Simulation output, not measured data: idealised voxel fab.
process module | voxel trench capacitor
cross-section cut | 165 nm wide | cells 5 nm
A cross-section is a grid of square cells, given in bands from the top down. A band is one or more rows of cells.
Each band's line starts with the height of the band's top and of its bottom, in nm. Then come its materials from left to right, each with its width in nm. One material with "throughout" fills the band from edge to edge. "air" is empty space.
Height 0 is the level under which the wafer as received is all one material. The lowest band goes on downwards, as in "0 down".
A width such as "30 to 40" changes by the same amount from each row of cells to the next, from the band's top row to its bottom row.
"no change" after a step means that no cell of the cross-section changed.
closed voids: empty space of 8 cells or more with no open way to the top, each as width x height at its distance from the left edge, in nm
after a step's settings: what the simulator itself notes on the step
overlay nm, on a step with a mask: how far to the right of its planned place the mask lay; to the left if negative
plan
1 op RECEIVE | material Si
2 op CONFORMAL_DEP | material SiN | thk nm 10
3 op MASKED_ETCH | tone open | mask id TRENCH | width nm 20 | pitch nm 50 | etch materials SiN | depth nm 10 | overlay nm 0
4 op MASKED_ETCH | tone open | mask id TRENCH | width nm 30 | pitch nm 50 | etch materials Si | depth nm 25 | overlay nm 0
5 op CONFORMAL_DEP | material Al2O3 | thk nm 5
6 op CONFORMAL_DEP | material TiN | thk nm 5
7 op FILL_DEP | material W | thk nm 10
8 op CMP | height nm 10
varied across the wafers: width nm of step 3. The plan shows the first wafer's value. All wafers start alike
first wafer as received, after step 1
  0 down: Si throughout
  closed voids: none
each wafer at the end: cells of each material gained (+) or lost (-) since it was received, then its closed voids
width nm 20 | +48 Al2O3 | -60 Si | +42 SiN | +36 TiN | closed voids: none
width nm 25 | +51 Al2O3 | -75 Si | +36 SiN | +39 TiN | +15 W | closed voids: none
width nm 30 | +54 Al2O3 | -90 Si | +30 SiN | +42 TiN | +30 W | closed voids: none
width nm 35 | +57 Al2O3 | -90 Si | +24 SiN | +45 TiN | +30 W | closed voids: none
